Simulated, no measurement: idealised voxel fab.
The following is a process module called voxel transistor to metal.
This is section cut - it's 280 nm across, gridded in 5 nm square cells.
Heads up, the way a cross-section reads in here is a grid of square cells, handed over as bands from the top down, with every band being one or more rows of cells.
Read a band's entry like this: the first values are the height of its top and the height of its bottom in nm, and what follows is the sequence of materials from left to right, each with its width in nm. Note that "blank" is empty space, and that a single material marked "throughout" reaches across the band from edge to edge.
Counting heights begins at 0, where everything beneath is, in the wafer as received, one material. The lowest band has no bottom; it goes on downwards, as "top 0, no bottom" shows.
A two-number width, for instance "30->40", indicates that the width is equal to the first number in the top row of the band and to the second number in the bottom row, and that it changes by a constant amount per row of cells.
The designation "left unchanged", where it is given for a processing step, indicates that no cell of the cross-section was altered in the course of that step.
Under "Fully sealed cavities" you'll find the enclosed gaps, the ones with no way out to the top, that are 8 cells or bigger; each reads width x height at distance, with distance counted from the left edge, everything in nm.
Note: text after step settings on the step line = simulator remark on that step.
overlay nm: on a step with a mask, how far right of its planned place the mask lay; negative means left.
If you're wondering how to read the rest of this, here's the deal. It's pairs of cross-sections: one from before a process step, one from after it. The after one is only drawn as far down as the lowest band that changed. Right under each pair you'll see which step sits between them and what its settings were. Don't read the pairs as one continuous story, though. They can come from different runs of this module on the same starting wafer, and a pair only carries on from the one above it where its entry headed "Pre-step snapshot" says so.

Pre-step snapshot:
top 60, bottom 50  Ru throughout
top 50, bottom 45  40 of TiN / 15 of Ru / 40 of TiN / 15 of Ru / 55 of TiN / 15 of Ru / 40 of TiN / 15 of Ru / 45 of TiN
top 45, bottom 35  35 of SiO2 / 5 of TiN / 15 of Ru / 5 of TiN / 30 of SiO2 / 5 of TiN / 15 of Ru / 5 of TiN / 45 of SiO2 / 5 of TiN / 15 of Ru / 5 of TiN / 30 of SiO2 / 5 of TiN / 15 of Ru / 5 of TiN / 40 of SiO2
top 35, bottom 30  35 of SiO2 / 5 of TiN / 5 of Ru / 15 of TiN / 30 of SiO2 / 15 of TiN / 5 of Ru / 5 of TiN / 45 of SiO2 / 5 of TiN / 5 of Ru / 15 of TiN / 30 of SiO2 / 15 of TiN / 5 of Ru / 5 of TiN / 40 of SiO2
top 30, bottom 15  35 of SiO2 / 5 of TiN / 5 of Ru / 5 of TiN / 10 of SiN / 5 of SiO2 / 20 of SiCN / 5 of SiO2 / 10 of SiN / 5 of TiN / 5 of Ru / 5 of TiN / 45 of SiO2 / 5 of TiN / 5 of Ru / 5 of TiN / 10 of SiN / 5 of SiO2 / 20 of SiCN / 5 of SiO2 / 10 of SiN / 5 of TiN / 5 of Ru / 5 of TiN / 40 of SiO2
top 15, bottom 0  35 of SiO2 / 5 of TiN / 5 of Ru / 5 of TiN / 10 of SiN / 5 of SiO2 / 20 of polySi / 5 of SiO2 / 10 of SiN / 5 of TiN / 5 of Ru / 5 of TiN / 45 of SiO2 / 5 of TiN / 5 of Ru / 5 of TiN / 10 of SiN / 5 of SiO2 / 20 of polySi / 5 of SiO2 / 10 of SiN / 5 of TiN / 5 of Ru / 5 of TiN / 40 of SiO2
top 0, bottom -5  35 of SiO2 / 15 of TiN / 10 of SiN / 5 of SiO2 / 20 of polySi / 5 of SiO2 / 10 of SiN / 15 of TiN / 45 of SiO2 / 15 of TiN / 10 of SiN / 5 of SiO2 / 20 of polySi / 5 of SiO2 / 10 of SiN / 15 of TiN / 40 of SiO2
top -5, bottom -15  25->20 of SiGe / 100->110 of SiO2 / 25->15 of SiGe / 100->110 of SiO2 / 30->25 of SiGe
top -15, bottom -45  20 of Si / 110 of SiO2 / 15 of Si / 110 of SiO2 / 25 of Si
top -45, no bottom  Si throughout
Fully sealed cavities: none

Post-Step Cross-Section:
top 45, bottom 35  35 of SiO2 / 5 of TiN / 15 of Ru / 5 of TiN / 30 of SiO2 / 5 of TiN / 15 of Ru / 5 of TiN / 45 of SiO2 / 5 of TiN / 15 of Ru / 5 of TiN / 30 of SiO2 / 5 of TiN / 15 of Ru / 5 of TiN / 40 of SiO2
Unchanged below 35.
Fully sealed cavities: none
The cross-sections above show the structure before and after this step: CMP (height nm 45)

Pre-step snapshot: This step starts from the configuration shown after the step in the pair immediately above.

Post-Step Cross-Section:
top 50, bottom 45  TiN throughout
Unchanged below 45.
Fully sealed cavities: none
The cross-sections above show the structure before and after this step: DIRECTIONAL_DEP (material TiN; thk nm 5)

Pre-step snapshot: This step starts from the configuration shown after the step in the pair immediately above.

Post-Step Cross-Section:
top 65, bottom 50  Ru throughout
Unchanged below 50.
Fully sealed cavities: none
The cross-sections above show the structure before and after this step: DIRECTIONAL_DEP (material Ru; thk nm 15)

Pre-step snapshot: This step starts from the configuration shown after the step in the pair immediately above.

Post-Step Cross-Section:
top 75, bottom 65  aC throughout
Unchanged below 65.
Fully sealed cavities: none
The cross-sections above show the structure before and after this step: DIRECTIONAL_DEP (material aC; thk nm 10)

Pre-step snapshot: This step starts from the configuration shown after the step in the pair immediately above.

Post-Step Cross-Section:
top 100, bottom 75  35 of blank / 15 of resist / 50 of blank / 15 of resist / 45 of blank / 15 of resist / 50 of blank / 15 of resist / 40 of blank
Unchanged below 75.
Fully sealed cavities: none
The cross-sections above show the structure before and after this step: PATTERN (tone cover; mask id METAL_1; material resist; width nm 15; thk nm 25; overlay nm 0)

Pre-step snapshot: This step starts from the configuration shown after the step in the pair immediately above.

Post-Step Cross-Section:
top 90, bottom 75  35 of blank / 15 of resist / 50 of blank / 15 of resist / 45 of blank / 15 of resist / 50 of blank / 15 of resist / 40 of blank
top 75, bottom 65  35 of blank / 15 of aC / 50 of blank / 15 of aC / 45 of blank / 15 of aC / 50 of blank / 15 of aC / 40 of blank
Unchanged below 65.
Fully sealed cavities: none
The cross-sections above show the structure before and after this step: DIRECTIONAL_ETCH (etch materials aC; depth nm 10)

Pre-step snapshot: This step starts from the configuration shown after the step in the pair immediately above.

Post-Step Cross-Section:
top 75, bottom 65  35 of blank / 15 of aC / 50 of blank / 15 of aC / 45 of blank / 15 of aC / 50 of blank / 15 of aC / 40 of blank
Unchanged below 65.
Fully sealed cavities: none
The cross-sections above show the structure before and after this step: STRIP (etch materials resist)

Pre-step snapshot: This step starts from the configuration shown after the step in the pair immediately above.

Post-Step Cross-Section:
top 75, bottom 65  35 of blank / 15 of aC / 50 of blank / 15 of aC / 45 of blank / 15 of aC / 50 of blank / 15 of aC / 40 of blank
top 65, bottom 50  35 of blank / 15 of Ru / 50 of blank / 15 of Ru / 45 of blank / 15 of Ru / 50 of blank / 15 of Ru / 40 of blank
Unchanged below 50.
Fully sealed cavities: none
The cross-sections above show the structure before and after this step: DIRECTIONAL_ETCH (etch materials Ru; depth nm 15)

Pre-step snapshot: This step starts from the configuration shown after the step in the pair immediately above.

Post-Step Cross-Section:
top 75, bottom 65  35 of blank / 15 of aC / 50 of blank / 15 of aC / 45 of blank / 15 of aC / 50 of blank / 15 of aC / 40 of blank
top 65, bottom 50  35 of blank / 15 of Ru / 50 of blank / 15 of Ru / 45 of blank / 15 of Ru / 50 of blank / 15 of Ru / 40 of blank
top 50, bottom 45  35 of blank / 15 of TiN / 50 of blank / 15 of TiN / 45 of blank / 15 of TiN / 50 of blank / 15 of TiN / 40 of blank
Unchanged below 45.
Fully sealed cavities: none
The cross-sections above show the structure before and after this step: DIRECTIONAL_ETCH (etch materials TiN; depth nm 5)

Pre-step snapshot: This step starts from the configuration shown after the step in the pair immediately above.

Post-Step Cross-Section:
top 65, bottom 50  35 of blank / 15 of Ru / 50 of blank / 15 of Ru / 45 of blank / 15 of Ru / 50 of blank / 15 of Ru / 40 of blank
Unchanged below 50.
Fully sealed cavities: none
The cross-sections above show the structure before and after this step: STRIP (etch materials aC)

Pre-step snapshot: This step starts from the configuration shown after the step in the pair immediately above.

Post-Step Cross-Section:
top 70, bottom 65  30 of blank / 25 of SiCN / 40 of blank / 25 of SiCN / 35 of blank / 25 of SiCN / 40 of blank / 25 of SiCN / 35 of blank
top 65, bottom 50  30 of blank / 5 of SiCN / 15 of Ru / 5 of SiCN / 40 of blank / 5 of SiCN / 15 of Ru / 5 of SiCN / 35 of blank / 5 of SiCN / 15 of Ru / 5 of SiCN / 40 of blank / 5 of SiCN / 15 of Ru / 5 of SiCN / 35 of blank
top 50, bottom 45  35 of SiCN / 15 of TiN / 50 of SiCN / 15 of TiN / 45 of SiCN / 15 of TiN / 50 of SiCN / 15 of TiN / 40 of SiCN
Unchanged below 45.
Fully sealed cavities: none
The cross-sections above show the structure before and after this step: CONFORMAL_DEP (material SiCN; thk nm 5)

Pre-step snapshot: This step starts from the configuration shown after the step in the pair immediately above.

Post-Step Cross-Section:
top 80, bottom 70  lowk throughout
top 70, bottom 65  30 of lowk / 25 of SiCN / 40 of lowk / 25 of SiCN / 35 of lowk / 25 of SiCN / 40 of lowk / 25 of SiCN / 35 of lowk
top 65, bottom 50  30 of lowk / 5 of SiCN / 15 of Ru / 5 of SiCN / 40 of lowk / 5 of SiCN / 15 of Ru / 5 of SiCN / 35 of lowk / 5 of SiCN / 15 of Ru / 5 of SiCN / 40 of lowk / 5 of SiCN / 15 of Ru / 5 of SiCN / 35 of lowk
Unchanged below 50.
Fully sealed cavities: none
The cross-sections above show the structure before and after this step: FILL_DEP (material lowk; thk nm 10)

Pre-step snapshot: This step starts from the configuration shown after the step in the pair immediately above.

Post-Step Cross-Section:
top 65, bottom 50  30 of lowk / 5 of SiCN / 15 of Ru / 5 of SiCN / 40 of lowk / 5 of SiCN / 15 of Ru / 5 of SiCN / 35 of lowk / 5 of SiCN / 15 of Ru / 5 of SiCN / 40 of lowk / 5 of SiCN / 15 of Ru / 5 of SiCN / 35 of lowk
Unchanged below 50.
Fully sealed cavities: none
The cross-sections above show the structure before and after this step: CMP (height nm 65)

Pre-step snapshot: This step starts from the configuration shown after the step in the pair immediately above.

Post-Step Cross-Section:
top 70, bottom 65  SiN throughout
Unchanged below 65.
Fully sealed cavities: none
The cross-sections above show the structure before and after this step: CONFORMAL_DEP (material SiN; thk nm 5)
